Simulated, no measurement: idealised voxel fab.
process module | voxel gate over fins
It is cross-section cut that appears here, measuring 250 nm in width, its square cells being 5 nm in size.
How to read a cross-section here: the picture is a grid of square cells, written as bands going from the top down, and any band can span one or more rows of cells. Band entry format. Leading values: height of top, height of bottom, nm. Remainder: materials in left-to-right order, each with its width in nm. Special words: "throughout" on a single material, which then fills the band edge to edge; "blank", empty space. Where do heights start? At 0: under that level the wafer as delivered is made of one material only. And the lowest band has no floor; it just carries on downward, as in "0..down". Quick explanation for "30->40": the width changes in equal steps down the rows of cells, from the first number in the band's top row to the second number in its bottom row. A step reported as "no modification" is a step in which no cell of the cross-section changed. "Trapped voids" contains a list of empty spaces, each no smaller than 8 cells and without an open way to the top, written in the form width x height at distance with the distance from the left edge and all three in nm. Step line, after settings: the simulator's comment on this step. "overlay nm", when on a step's line for a step with a mask, measures how far to the right of its planned place the mask lay; a negative measure means to the left.

## List of planned process steps
1 RECEIVE (material Si)
2 CONFORMAL_DEP (material SiN; thk nm 5)
3 PATTERN (tone cover; mask id FINS; material resist; width nm 15; pitch nm 40; thk nm 15; overlay nm 0)
4 DIRECTIONAL_ETCH (etch materials SiN; depth nm 5)
5 DIRECTIONAL_ETCH (etch materials Si; depth nm 35)
6 STRIP (etch materials resist)
7 FILL_DEP (material SiO2; thk nm 15)
8 CMP (height nm 5)
9 SELECTIVE_ETCH (etch materials SiO2; depth nm 15)
10 STRIP (etch materials SiN)
11 CONFORMAL_DEP (material HfO2; thk nm 5)
12 CONFORMAL_DEP (material TiN; thk nm 5)
13 CONFORMAL_DEP (material TiAl; thk nm 5)
14 CONFORMAL_DEP (material TiN; thk nm 5)
15 FILL_DEP (material W; thk nm 10)
16 CMP (height nm 25)
17 CONFORMAL_DEP (material SiN; thk nm 10)

## Cross-section of the incoming wafer, state after step 1
0..down = Si throughout
Trapped voids: none

## Cross-section at module end, one run error; start and plan unchanged from above
35..25 = SiN throughout
25..20 = W throughout
20..15 = W=35, TiN=175, W=40
15..10 = W=35, TiN=5, TiAl=165, TiN=5, W=40
10..5 = TiN=40, TiAl=5, TiN=35, TiAl=5, TiN=35, TiAl=5, TiN=35, TiAl=5, TiN=35, TiAl=5, TiN=45
5..0 = TiAl=45, TiN=5, HfO2=25, TiN=5, TiAl=5, TiN=5, HfO2=25, TiN=5, TiAl=5, TiN=5, HfO2=25, TiN=5, TiAl=5, TiN=5, HfO2=25, TiN=5, TiAl=50
0..-5 = TiN=50, HfO2=5, Si=15, HfO2=5, TiN=15, HfO2=5, Si=15, HfO2=5, TiN=15, HfO2=5, Si=15, HfO2=5, TiN=15, HfO2=5, Si=15, HfO2=5, TiN=55
-5..-10 = HfO2=55, Si=15, HfO2=25, Si=15, HfO2=25, Si=15, HfO2=25, Si=15, HfO2=60
-10..-70 = SiO2=55, Si=15, SiO2=25, Si=15, SiO2=25, Si=15, SiO2=25, Si=15, SiO2=60
-70..down = Si throughout
Trapped voids: none
Where did the run depart from the plan? the plan had its step 5 run twice
